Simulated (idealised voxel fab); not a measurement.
process module | voxel spacer lines
cross-section cut | 255 nm wide | cells 5 nm
A cross-section is a grid of square cells, given in bands from the top down. A band is one or more rows of cells.
Each band's line starts with the height of the band's top and of its bottom, in nm. Then come its materials from left to right, each with its width in nm. One material with "throughout" fills the band from edge to edge. "air" is empty space.
Height 0 is the level under which the wafer as received is all one material. The lowest band goes on downwards, as in "0 down".
A width such as "30 to 40" changes by the same amount from each row of cells to the next, from the band's top row to its bottom row.
"no change" after a step means that no cell of the cross-section changed.
closed voids: empty space of 8 cells or more with no open way to the top, each as width x height at its distance from the left edge, in nm
after a step's settings: what the simulator itself notes on the step
overlay nm, on a step with a mask: how far to the right of its planned place the mask lay; to the left if negative
plan
1 op RECEIVE | material Si
2 op CONFORMAL_DEP | material Al2O3 | thk nm 10
3 op DIRECTIONAL_DEP | material TiN | thk nm 10
4 op DIRECTIONAL_DEP | material polySi | thk nm 30
5 op PATTERN | tone cover | mask id MANDREL | material resist | width nm 20 | pitch nm 60 | thk nm 35 | overlay nm 0
6 op DIRECTIONAL_ETCH | etch materials polySi | depth nm 30
7 op STRIP | etch materials resist
8 op CONFORMAL_DEP | material SiO2 | thk nm 10
9 op DIRECTIONAL_ETCH | etch materials SiO2 | depth nm 10
10 op STRIP | etch materials polySi
11 op DIRECTIONAL_ETCH | etch materials TiN | depth nm 10
12 op STRIP | etch materials SiO2
13 op FILL_DEP | material lowk | thk nm 5
14 op CMP | height nm 20
as received, after step 1
  0 down: Si throughout
  closed voids: none
first wafer at the end, as planned
  20 to 10: lowk 75 | TiN 10 | lowk 20 | TiN 10 | lowk 20 | TiN 10 | lowk 20 | TiN 10 | lowk 80
  10 to 0: Al2O3 throughout
  0 down: Si throughout
  closed voids: none
second wafer at the end: like start, like plan, one mistake
  20 to 10: polySi throughout
  10 to 0: Al2O3 throughout
  0 down: Si throughout
  closed voids: none
what went wrong: steps 3 and 4 were swapped
at the end the second wafer has, in cells: 16 fewer of TiN | 86 fewer of lowk | 102 more of polySi
